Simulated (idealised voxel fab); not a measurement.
The document below concerns the process module designated voxel transistor to metal.
265 nm wide, 5 nm square cells: that's cross-section cut.
The cross-sections in this document take the form of a grid made of square cells. They are written out as bands, in order from top to bottom. Each band consists of one or more rows of cells.
Band entry format. Leading values: height of top, height of bottom, nm. Remainder: materials in left-to-right order, each with its width in nm. Special words: "throughout" on a single material, which then fills the band edge to edge; "blank", empty space.
Height datum 0, below which the as-received substrate wafer is one material. Lowest band open at the bottom, running downward: "0 down".
When a width is written as two numbers, as in "30..40", the first number is the width in the top row of cells of the band and the second is the width in its bottom row, and the width changes by the same amount from each row to the next.
Basically "no alteration" means that step didn't change any cell in the cross-section.
Reported under the label "closed voids" are the empty spaces having no open way to the top and comprising 8 cells or more; the notation for each is width x height at distance, in which the distance is measured from the left edge and all three values are in nm.
Where a step's line continues beyond its settings, the continuation is a remark by the simulator itself on that step.
"overlay nm" answers the question of how far to the right of plan the mask lay on a step that has a mask, and when it is negative the answer is to the left.
STEPS IN THE PROCESS PLAN
1) op RECEIVE | material Si
2) op CONFORMAL_DEP | material SiO2 | thk nm 5
3) op CONFORMAL_DEP | material SiN | thk nm 10
4) op PATTERN | tone cover | mask id ACTIVE | material resist | width nm 100 | pitch nm 125 | thk nm 20 | overlay nm 0
5) op DIRECTIONAL_ETCH | etch materials SiN | depth nm 10
6) op DIRECTIONAL_ETCH | etch materials SiO2 | depth nm 5
7) op DIRECTIONAL_ETCH | etch materials Si | depth nm 25
8) op STRIP | etch materials resist
9) op OXIDIZE | depth nm 5
10) op FILL_DEP | material SiO2 | thk nm 5
11) op CMP | height nm 15
12) op SELECTIVE_ETCH | etch materials SiO2 | depth nm 10
13) op STRIP | etch materials SiN
14) op SELECTIVE_ETCH | etch materials SiO2 | depth nm 5
15) op OXIDIZE | depth nm 5
16) op DIRECTIONAL_DEP | material polySi | thk nm 30
17) op DIRECTIONAL_DEP | material SiCN | thk nm 15
18) op DIRECTIONAL_DEP | material aC | thk nm 15
19) op PATTERN | tone cover | mask id GATE | material resist | width nm 20 | pitch nm 125 | thk nm 30 | overlay nm 0
20) op DIRECTIONAL_ETCH | etch materials aC | depth nm 15
21) op STRIP | etch materials resist
22) op DIRECTIONAL_ETCH | etch materials SiCN | depth nm 25
23) op DIRECTIONAL_ETCH | etch materials polySi | depth nm 40
24) op STRIP | etch materials aC
25) op CONFORMAL_DEP | material SiN | thk nm 10
26) op DIRECTIONAL_ETCH | etch materials SiN | depth nm 10
27) op DIRECTIONAL_ETCH | etch materials SiO2 | depth nm 5
28) op DIRECTIONAL_ETCH | etch materials Si | depth nm 10
29) op EPI | material SiGe | thk nm 15
30) op FILL_DEP | material SiO2 | thk nm 5
31) op CMP | height nm 45
32) op DIRECTIONAL_DEP | material SiO2 | thk nm 15
33) op DIRECTIONAL_DEP | material aC | thk nm 15
34) op PATTERN | tone open | mask id CONTACT | material resist | width nm 20 | thk nm 35 | overlay nm 0
35) op DIRECTIONAL_ETCH | etch materials aC | depth nm 15
36) op STRIP | etch materials resist
37) op DIRECTIONAL_ETCH | etch materials SiO2 | depth nm 60
38) op STRIP | etch materials aC
39) op CONFORMAL_DEP | material TiN | thk nm 5
40) op FILL_DEP | material Ru | thk nm 10
41) op CMP | height nm 60
42) op CONFORMAL_DEP | material SiN | thk nm 5
43) op DIRECTIONAL_DEP | material lowk | thk nm 20
44) op PATTERN | tone open | mask id METAL_1 | material resist | width nm 20 | thk nm 20 | overlay nm 0
45) op DIRECTIONAL_ETCH | etch materials lowk | depth nm 20
46) op DIRECTIONAL_ETCH | etch materials SiN | depth nm 5
47) op STRIP | etch materials resist
48) op CONFORMAL_DEP | material TiN | thk nm 5
49) op FILL_DEP | material Ru | thk nm 5
50) op CMP | height nm 85
51) op CONFORMAL_DEP | material SiCN | thk nm 5
52) op DIRECTIONAL_DEP | material lowk | thk nm 25
53) op DIRECTIONAL_DEP | material aC | thk nm 15
54) op PATTERN | tone open | mask id METAL_2_HOLES | material resist | width nm 15 | pitch nm 125 | thk nm 35 | overlay nm 0
55) op DIRECTIONAL_ETCH | etch materials aC | depth nm 15
56) op STRIP | etch materials resist
57) op DIRECTIONAL_ETCH | etch materials lowk | depth nm 25
58) op STRIP | etch materials aC
59) op PATTERN | tone open | mask id METAL_2 | material resist | width nm 20 | pitch nm 125 | thk nm 20 | overlay nm 0
60) op DIRECTIONAL_ETCH | etch materials lowk | depth nm 15
61) op DIRECTIONAL_ETCH | etch materials SiCN | depth nm 5
62) op STRIP | etch materials resist
63) op CONFORMAL_DEP | material TiN | thk nm 5
64) op FILL_DEP | material Ru | thk nm 10
65) op CMP | height nm 115
66) op CONFORMAL_DEP | material SiN | thk nm 5
AS RECEIVED, AFTER STEP 1
    0 down | Si throughout
    closed voids: none
FIRST OF TWO WAFERS: CROSS-SECTION AT END OF MODULE, RUN PER PLAN
    120 to 115 | SiN throughout
    115 to 105 | 25 lowk, then 5 TiN, then 10 Ru, then 5 TiN, then 105 lowk, then 5 TiN, then 10 Ru, then 5 TiN, then 95 lowk
    105 to 100 | 25 lowk, then 5 TiN, then 5 Ru, then 10 TiN, then 105 lowk, then 5 TiN, then 5 Ru, then 10 TiN, then 95 lowk
    100 to 90 | 25 lowk, then 5 TiN, then 5 Ru, then 5 TiN, then 110 lowk, then 5 TiN, then 5 Ru, then 5 TiN, then 100 lowk
    90 to 85 | 25 SiCN, then 15 TiN, then 110 SiCN, then 15 TiN, then 100 SiCN
    85 to 65 | 25 lowk, then 5 TiN, then 10 Ru, then 5 TiN, then 50 lowk, then 5 TiN, then 10 Ru, then 5 TiN, then 35 lowk, then 5 TiN, then 10 Ru, then 5 TiN, then 50 lowk, then 5 TiN, then 10 Ru, then 5 TiN, then 25 lowk
    65 to 60 | 25 SiN, then 20 TiN, then 50 SiN, then 20 TiN, then 35 SiN, then 20 TiN, then 50 SiN, then 20 TiN, then 25 SiN
    60 to 45 | 25 SiO2, then 5 TiN, then 10 Ru, then 5 TiN, then 50 SiO2, then 5 TiN, then 10 Ru, then 5 TiN, then 35 SiO2, then 5 TiN, then 10 Ru, then 5 TiN, then 50 SiO2, then 5 TiN, then 10 Ru, then 5 TiN, then 25 SiO2
    45 to 30 | 25 SiO2, then 5 TiN, then 10 Ru, then 5 TiN, then 5 SiO2, then 10 SiN, then 20 SiCN, then 10 SiN, then 5 SiO2, then 5 TiN, then 10 Ru, then 5 TiN, then 35 SiO2, then 5 TiN, then 10 Ru, then 5 TiN, then 5 SiO2, then 10 SiN, then 20 SiCN, then 10 SiN, then 5 SiO2, then 5 TiN, then 10 Ru, then 5 TiN, then 25 SiO2
    30 to 15 | 25 SiO2, then 5 TiN, then 10 Ru, then 5 TiN, then 5 SiO2, then 10 SiN, then 20 polySi, then 10 SiN, then 5 SiO2, then 5 TiN, then 10 Ru, then 5 TiN, then 35 SiO2, then 5 TiN, then 10 Ru, then 5 TiN, then 5 SiO2, then 10 SiN, then 20 polySi, then 10 SiN, then 5 SiO2, then 5 TiN, then 10 Ru, then 5 TiN, then 25 SiO2
    15 to 10 | 25 SiO2, then 20 TiN, then 5 SiO2, then 10 SiN, then 20 polySi, then 10 SiN, then 5 SiO2, then 20 TiN, then 35 SiO2, then 20 TiN, then 5 SiO2, then 10 SiN, then 20 polySi, then 10 SiN, then 5 SiO2, then 20 TiN, then 25 SiO2
    10 to 0 | 25 SiO2, then 10 TiN, then 15 SiGe, then 10 SiN, then 20 polySi, then 10 SiN, then 15 SiGe, then 10 TiN, then 35 SiO2, then 10 TiN, then 15 SiGe, then 10 SiN, then 20 polySi, then 10 SiN, then 15 SiGe, then 10 TiN, then 25 SiO2
    0 to -5 | 20 SiO2, then 30 SiGe, then 40 SiO2, then 30 SiGe, then 25 SiO2, then 30 SiGe, then 40 SiO2, then 30 SiGe, then 20 SiO2
    -5 to -15 | 25 SiO2, then 25 SiGe, then 40 Si, then 25 SiGe, then 35 SiO2, then 25 SiGe, then 40 Si, then 25 SiGe, then 25 SiO2
    -15 to -30 | 25 SiO2, then 90 Si, then 35 SiO2, then 90 Si, then 25 SiO2
    -30 down | Si throughout
    closed voids: none
CROSS-SECTIONAL IMAGE OF THE SECOND WAFER OF THE TWO FOLLOWING COMPLETION OF THE MODULE. STARTING STATE AND PROCESS PLAN WERE THE SAME AS FOR THE FIRST WAFER; ONE EXECUTION ERROR OCCURRED
    120 to 115 | SiN throughout
    115 to 105 | 25 lowk, then 5 TiN, then 10 Ru, then 5 TiN, then 105 lowk, then 5 TiN, then 10 Ru, then 5 TiN, then 95 lowk
    105 to 100 | 25 lowk, then 5 TiN, then 5 Ru, then 10 TiN, then 105 lowk, then 5 TiN, then 5 Ru, then 10 TiN, then 95 lowk
    100 to 90 | 25 lowk, then 5 TiN, then 5 Ru, then 5 TiN, then 110 lowk, then 5 TiN, then 5 Ru, then 5 TiN, then 100 lowk
    90 to 85 | 25 SiCN, then 15 TiN, then 110 SiCN, then 15 TiN, then 100 SiCN
    85 to 65 | 20 Ru, then 5 TiN, then 20 lowk, then 5 TiN, then 40 Ru, then 5 TiN, then 20 lowk, then 5 TiN, then 25 Ru, then 5 TiN, then 20 lowk, then 5 TiN, then 40 Ru, then 5 TiN, then 20 lowk, then 5 TiN, then 20 Ru
    65 to 60 | 25 TiN, then 20 SiN, then 50 TiN, then 20 SiN, then 35 TiN, then 20 SiN, then 50 TiN, then 20 SiN, then 25 TiN
    60 to 45 | 25 SiO2, then 5 TiN, then 10 Ru, then 5 TiN, then 50 SiO2, then 5 TiN, then 10 Ru, then 5 TiN, then 35 SiO2, then 5 TiN, then 10 Ru, then 5 TiN, then 50 SiO2, then 5 TiN, then 10 Ru, then 5 TiN, then 25 SiO2
    45 to 30 | 25 SiO2, then 5 TiN, then 10 Ru, then 5 TiN, then 5 SiO2, then 10 SiN, then 20 SiCN, then 10 SiN, then 5 SiO2, then 5 TiN, then 10 Ru, then 5 TiN, then 35 SiO2, then 5 TiN, then 10 Ru, then 5 TiN, then 5 SiO2, then 10 SiN, then 20 SiCN, then 10 SiN, then 5 SiO2, then 5 TiN, then 10 Ru, then 5 TiN, then 25 SiO2
    30 to 15 | 25 SiO2, then 5 TiN, then 10 Ru, then 5 TiN, then 5 SiO2, then 10 SiN, then 20 polySi, then 10 SiN, then 5 SiO2, then 5 TiN, then 10 Ru, then 5 TiN, then 35 SiO2, then 5 TiN, then 10 Ru, then 5 TiN, then 5 SiO2, then 10 SiN, then 20 polySi, then 10 SiN, then 5 SiO2, then 5 TiN, then 10 Ru, then 5 TiN, then 25 SiO2
    15 to 10 | 25 SiO2, then 20 TiN, then 5 SiO2, then 10 SiN, then 20 polySi, then 10 SiN, then 5 SiO2, then 20 TiN, then 35 SiO2, then 20 TiN, then 5 SiO2, then 10 SiN, then 20 polySi, then 10 SiN, then 5 SiO2, then 20 TiN, then 25 SiO2
    10 to 0 | 25 SiO2, then 10 TiN, then 15 SiGe, then 10 SiN, then 20 polySi, then 10 SiN, then 15 SiGe, then 10 TiN, then 35 SiO2, then 10 TiN, then 15 SiGe, then 10 SiN, then 20 polySi, then 10 SiN, then 15 SiGe, then 10 TiN, then 25 SiO2
    0 to -5 | 20 SiO2, then 30 SiGe, then 40 SiO2, then 30 SiGe, then 25 SiO2, then 30 SiGe, then 40 SiO2, then 30 SiGe, then 20 SiO2
    -5 to -15 | 25 SiO2, then 25 SiGe, then 40 Si, then 25 SiGe, then 35 SiO2, then 25 SiGe, then 40 Si, then 25 SiGe, then 25 SiO2
    -15 to -30 | 25 SiO2, then 90 Si, then 35 SiO2, then 90 Si, then 25 SiO2
    -30 down | Si throughout
    closed voids: none
It is concluded that the wafer was processed incorrectly with respect to the plan, in that step 44 went in with a setting other than planned; the actual run was op PATTERN | tone cover | mask id METAL_1 | material resist | width nm 20 | thk nm 20 | overlay nm 0
Wafer comparison, final, in cells, second relative to first, materials more or fewer: Ru: 84 more, SiN: 21 fewer, TiN: 21 more, lowk: 84 fewer
